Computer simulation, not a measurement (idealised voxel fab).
Presented below is a process module, voxel ribs on slabs.
The width of the displayed cross-section, cut, is 295 nm; its cells are square, with a size of 5 nm.
Cross-section spec: square-cell grid; bands listed top down; each band is one or more rows. Per band: top height and bottom height in nm, followed by the left-to-right materials and their widths in nm; "all across" marks a single material spanning edge to edge, "blank" marks empty space. Heights are measured from 0, the level below which the as-received wafer is all one material; the lowest band has no bottom and continues downward, written as in "0 nm and below". Top row gets the first number, bottom row gets the second, and each row in between changes by the same step: that is how a band width like "30..40" works. Where the words "no change" appear for a step, the cross-section shows no cell changed by that step; every cell remained as before. Look at "Closed void table" for the closed voids: empty spaces with no open path to the top, sized 8 cells or up. Each is width x height at distance, distance from the left edge, all nm. Whatever follows a step's settings on its line is a remark the simulator itself makes about that step. overlay nm: step with mask; distance mask lay right of planned place; negative value = left of planned place.
Below is the list of planned process steps:
1) RECEIVE: material Si
2) DIRECTIONAL_DEP: material SiO2, thk nm 30
3) DIRECTIONAL_DEP: material SiN, thk nm 25
4) DIRECTIONAL_DEP: material aC, thk nm 15
5) PATTERN: tone cover, mask id RIB, material resist, width nm 15, thk nm 30, overlay nm 0
6) DIRECTIONAL_ETCH: etch materials aC, depth nm 15
7) STRIP: etch materials resist
8) DIRECTIONAL_ETCH: etch materials SiN, depth nm 20
9) STRIP: etch materials aC
10) MASKED_ETCH: tone cover, mask id SLAB, width nm 55, etch materials SiN, depth nm 5, overlay nm 0
11) FILL_DEP: material SiO2, thk nm 30
12) CMP: height nm 75
13) DIRECTIONAL_DEP: material W, thk nm 5
14) DIRECTIONAL_DEP: material aC, thk nm 15
15) PATTERN: tone cover, mask id HEATER, material resist, width nm 25, thk nm 30, overlay nm 0
16) DIRECTIONAL_ETCH: etch materials aC, depth nm 15
17) STRIP: etch materials resist
18) DIRECTIONAL_ETCH: etch materials W, depth nm 5
19) STRIP: etch materials aC
20) CONFORMAL_DEP: material SiN, thk nm 5
Step 1 complete: cross-section of the wafer as received:
- 0 nm and below = Si all across
- Closed void table: none
End-of-module XS, first of two wafers, run as planned:
- 85 nm to 80 nm = 130 of blank, 35 of SiN, 130 of blank
- 80 nm to 75 nm = 135 of SiN, 25 of W, 135 of SiN
- 75 nm to 55 nm = SiO2 all across
- 55 nm to 35 nm = 140 of SiO2, 15 of SiN, 140 of SiO2
- 35 nm to 30 nm = 120 of SiO2, 55 of SiN, 120 of SiO2
- 30 nm to 0 nm = SiO2 all across
- 0 nm and below = Si all across
- Closed void table: none
Now the second wafer, cross-sectioned at the end of the module. Nothing different at the start, nothing different in the plan compared with the first, just one mistake when it was actually run:
- 85 nm to 80 nm = 130 of blank, 35 of SiN, 130 of blank
- 80 nm to 75 nm = 135 of SiN, 25 of W, 135 of SiN
- 75 nm to 60 nm = SiO2 all across
- 60 nm to 40 nm = 140 of SiO2, 15 of SiN, 140 of SiO2
- 40 nm to 35 nm = 120 of SiO2, 55 of SiN, 120 of SiO2
- 35 nm to 0 nm = SiO2 all across
- 0 nm and below = Si all across
- Closed void table: none
It is concluded that the wafer was processed incorrectly with respect to the plan, in that off-plan run, step 2, actual operation and settings DIRECTIONAL_DEP: material SiO2, thk nm 35
Final wafers compared: equal cell tally per material, rearranged layout.
